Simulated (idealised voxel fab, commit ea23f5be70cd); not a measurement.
The following is a process module called voxel double patterning.
Each square cell in cross-section cut measures 5 nm, and the section as a whole is 205 nm wide.
Cross-sections here: square-cell grids, written as top-down lists of bands, a band being one or more rows of cells. Per band: top height and bottom height in nm, followed by the left-to-right materials and their widths in nm; "edge to edge" marks a single material spanning edge to edge, "air" marks empty space. Height 0 is the level under which the wafer as received is all one material. The lowest band goes on downwards, as in "0 -> down". Width: "30..40" (first number = top row, second number = bottom row, same change from row to row of cells). For the purposes of this document, the phrase "changes: none" attached to a step denotes that no cell within the cross-section was modified by that step. Empty spaces without an open route to the top, at least 8 cells in extent, make up the entry "Voids lacking openings"; each is given as width x height at distance, where the distance is measured from the left edge, and all are in nm. If you see something after the settings on a step's line, that's the simulator's own remark about that step. A step's line can hold "overlay nm"; with a mask on that step, the setting says how far right of the planned place the mask lay, while a negative setting says it lay to the left.
[Process steps (planned)]
1. RECEIVE [material Si]
2. CONFORMAL_DEP [material SiO2] [thk nm 5]
3. DIRECTIONAL_DEP [material W] [thk nm 10]
4. DIRECTIONAL_DEP [material SiN] [thk nm 10]
5. PATTERN [tone open] [mask id FIRST] [material resist] [width nm 15] [pitch nm 50] [thk nm 15] [overlay nm 0]
6. DIRECTIONAL_ETCH [etch materials SiN] [depth nm 10]
7. STRIP [etch materials resist]
8. MASKED_ETCH [tone open] [mask id SECOND] [width nm 15] [etch materials SiN] [depth nm 10] [overlay nm 0]
9. DIRECTIONAL_ETCH [etch materials W] [depth nm 10]
10. STRIP [etch materials SiN]
Split variable: thk nm, step 2. Plan value = first wafer. Wafers start alike.
[As-received state after step 1, first of several wafers, cross-section]
0 -> down | Si edge to edge
Voids lacking openings: none
[Cross-section of the first of several wafers once the module has run through its last step, step 10]
15 -> 5 | W 70 nm, then air 15 nm, then W 10 nm, then air 15 nm, then W 10 nm, then air 15 nm, then W 70 nm
5 -> 0 | SiO2 edge to edge
0 -> down | Si edge to edge
Voids lacking openings: none
[Last wafer of the set, cross-sectioned at end of module]
30 -> 20 | W 70 nm, then air 15 nm, then W 10 nm, then air 15 nm, then W 10 nm, then air 15 nm, then W 70 nm
20 -> 0 | SiO2 edge to edge
0 -> down | Si edge to edge
Voids lacking openings: none
[Basically each wafer gets a line in the table, showing it at the end of the module: material by material, the cells it gained (+) or lost (-) since we got it, then its closed voids]
thk nm 5; +41 SiO2; +64 W; Voids lacking openings: none
thk nm 10; +82 SiO2; +64 W; Voids lacking openings: none
thk nm 15; +123 SiO2; +64 W; Voids lacking openings: none
thk nm 20; +164 SiO2; +64 W; Voids lacking openings: none
